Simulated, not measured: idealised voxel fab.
Documented hereafter: the process module known as voxel gate over fins.
The cross-section on display is named cut; it measures 295 nm wide, and its cells are 5 nm squares.
In this document a cross-section is written as a grid of square cells. It is given as a series of bands, listed from the top down, and a band is one or more rows of cells. The band entry comprises the height of the band's top followed by the height of its bottom, expressed in nm, and subsequently the band's materials from left to right, each stated together with its width in nm. Where a single material is marked with the word "everywhere", that material fills the band from edge to edge. The word "air" represents empty space. Height datum 0, below which the as-received substrate wafer is one material. Lowest band open at the bottom, running downward: "0 nm and below". You'd read "30 to 40" like this: the band's top row of cells is as wide as the first number, its bottom row is as wide as the second, and going down, every row changes width by the same amount as the row before did. Any step labelled "no alteration" changed none of the cells in the cross-section. Voids not open to the top, 8 cells minimum: see "Voids lacking openings". Written width x height at distance; distance is from the left edge; nm. Where a step's line continues beyond its settings, the continuation is a remark by the simulator itself on that step. For masked steps, "overlay nm" on the step line gives how far right of plan the mask actually lay; a minus sign means it lay to the left.

# Set out below are the planned steps of the process
- 1: RECEIVE,material Si
- 2: CONFORMAL_DEP,material SiN,thk nm 10
- 3: DIRECTIONAL_DEP,material aC,thk nm 15
- 4: PATTERN,tone cover,mask id FINS,material resist,width nm 15,pitch nm 60,thk nm 30,overlay nm 0
- 5: DIRECTIONAL_ETCH,etch materials aC,depth nm 15
- 6: STRIP,etch materials resist
- 7: DIRECTIONAL_ETCH,etch materials SiN,depth nm 10
- 8: DIRECTIONAL_ETCH,etch materials Si,depth nm 35
- 9: STRIP,etch materials aC
- 10: FILL_DEP,material SiO2,thk nm 15
- 11: CMP,height nm 10
- 12: DIRECTIONAL_DEP,material aC,thk nm 15
- 13: PATTERN,tone open,mask id RAIL,material resist,width nm 15,thk nm 30,overlay nm 0
- 14: DIRECTIONAL_ETCH,etch materials aC,depth nm 15
- 15: STRIP,etch materials resist
- 16: DIRECTIONAL_ETCH,etch materials SiO2,depth nm 40
- 17: STRIP,etch materials aC
- 18: CONFORMAL_DEP,material TiN,thk nm 5
- 19: FILL_DEP,material W,thk nm 10
- 20: CMP,height nm 10
- 21: SELECTIVE_ETCH,etch materials W Ru TiN,depth nm 25
- 22: FILL_DEP,material SiO2,thk nm 5
- 23: CMP,height nm 10
- 24: SELECTIVE_ETCH,etch materials SiO2,depth nm 20
- 25: STRIP,etch materials SiN
- 26: CONFORMAL_DEP,material HfO2,thk nm 5
- 27: CONFORMAL_DEP,material TiN,thk nm 5
- 28: CONFORMAL_DEP,material TiAl,thk nm 5
- 29: CONFORMAL_DEP,material TiN,thk nm 5
- 30: FILL_DEP,material W,thk nm 10
- 31: CMP,height nm 25
- 32: CONFORMAL_DEP,material SiCN,thk nm 5

# Wafer at receipt (post step 1), cross-section
    0 nm and below  Si everywhere
    Voids lacking openings: none

# End-of-module cross-section. Starting structure and process plan as above; one mistake made in running it
    25 nm to 20 nm  SiCN everywhere
    20 nm to 15 nm  W 90, then TiN 55, then W 5, then TiN 55, then W 90
    15 nm to 10 nm  W 90, then TiN 5, then TiAl 45, then TiN 5, then W 5, then TiN 5, then TiAl 45, then TiN 5, then W 90
    10 nm to 5 nm  TiN 95, then TiAl 5, then TiN 35, then TiAl 5, then TiN 15, then TiAl 5, then TiN 35, then TiAl 5, then TiN 95
    5 nm to 0 nm  TiAl 100, then TiN 5, then HfO2 25, then TiN 5, then TiAl 25, then TiN 5, then HfO2 25, then TiN 5, then TiAl 100
    0 nm to -5 nm  TiN 105, then HfO2 5, then Si 15, then HfO2 5, then TiN 35, then HfO2 5, then Si 15, then HfO2 5, then TiN 105
    -5 nm to -10 nm  HfO2 110, then Si 15, then HfO2 45, then Si 15, then HfO2 110
    -10 nm to -15 nm  SiO2 110, then Si 15, then SiO2 45, then Si 15, then SiO2 110
    -15 nm to -25 nm  SiO2 110, then Si 15, then SiO2 15, then TiN 5, then W 5, then TiN 5, then SiO2 15, then Si 15, then SiO2 110
    -25 nm to -30 nm  SiO2 110, then Si 15, then SiO2 15, then TiN 15, then SiO2 15, then Si 15, then SiO2 110
    -30 nm to -35 nm  SiO2 110, then Si 15, then SiO2 45, then Si 15, then SiO2 110
    -35 nm and below  Si everywhere
    Voids lacking openings: none
what went wrong: off-plan run, step 31, actual operation and settings CMP,height nm 20
